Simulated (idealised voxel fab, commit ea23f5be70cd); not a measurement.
Name of the process module below: voxel plated lines
It is cross-section cut that appears here, measuring 200 nm in width, its square cells being 5 nm in size.
Throughout this document, each cross-section is represented as a grid of square cells and is presented as a sequence of bands enumerated from the top downward, where a band comprises one or more rows of cells.
Within each band entry, the heights of the top and of the bottom of the band appear first, in that order and in nm; the materials of the band then follow from left to right, each with its corresponding width in nm. The designation "edge to edge" on a single material indicates that it fills the band from edge to edge; the designation "blank" indicates empty space.
Beneath 0, the wafer as received is one material, and that level is where height counting begins. The lowest band goes on downward without a bottom; it is written like "0 and below".
So if you see something like "30 to 40" for the width, read it as the top row of the band sitting at the first number and the bottom row at the second, with every row in between moving by the same amount as the last.
"nothing got changed" (step): cross-section cells unchanged, all of them.
Listed in "Sealed void list": every empty space of 8 or more cells without an open way to the top. Form: width x height at distance, the distance being from the left edge, all in nm.
On a step's line, text after the settings is the simulator commenting on that step.
On any step carrying a mask, the "overlay nm" setting, if present on the step's line, tells how far right of its planned place the mask lay; negative values point to the left.
Set out below are the planned steps of the process:
1,RECEIVE [material Si]
2,CONFORMAL_DEP [material SiN] [thk nm 5]
3,DIRECTIONAL_DEP [material TiN] [thk nm 5]
4,PATTERN [tone open] [mask id LINES] [material resist] [width nm 25] [pitch nm 45] [thk nm 35] [overlay nm 0]
5,EPI [material Ru] [thk nm 5]
6,EPI [material Ru] [thk nm 5]
7,EPI [material Ru] [thk nm 10]
8,STRIP [etch materials resist]
9,DIRECTIONAL_ETCH [etch materials TiN] [depth nm 5]
10,CONFORMAL_DEP [material SiO2] [thk nm 10]
Wafer cross-section on receipt, i.e. after step 1:
    0 and below = Si edge to edge
    Sealed void list: none
Figure: cross-sectional view of the wafer upon completion of the module, processed from the initial state and according to the plan depicted above, with one error introduced during execution:
    40 down to 30 = blank (20) / SiO2 (135) / blank (45)
    30 down to 15 = blank (20) / SiO2 (10) / Ru (25) / SiO2 (20) / Ru (25) / SiO2 (20) / Ru (25) / SiO2 (10) / blank (45)
    15 down to 10 = SiO2 (30) / Ru (25) / SiO2 (20) / Ru (25) / SiO2 (20) / Ru (25) / SiO2 (55)
    10 down to 5 = SiO2 (30) / TiN (25) / SiO2 (20) / TiN (25) / SiO2 (20) / TiN (25) / SiO2 (55)
    5 down to 0 = SiN edge to edge
    0 and below = Si edge to edge
    Sealed void list: none
Heads up, the wafer didn't run the way we planned it: step 4: run off-plan, actual operation and settings PATTERN [tone open] [mask id LINES] [material resist] [width nm 25] [pitch nm 45] [thk nm 35] [overlay nm -10]
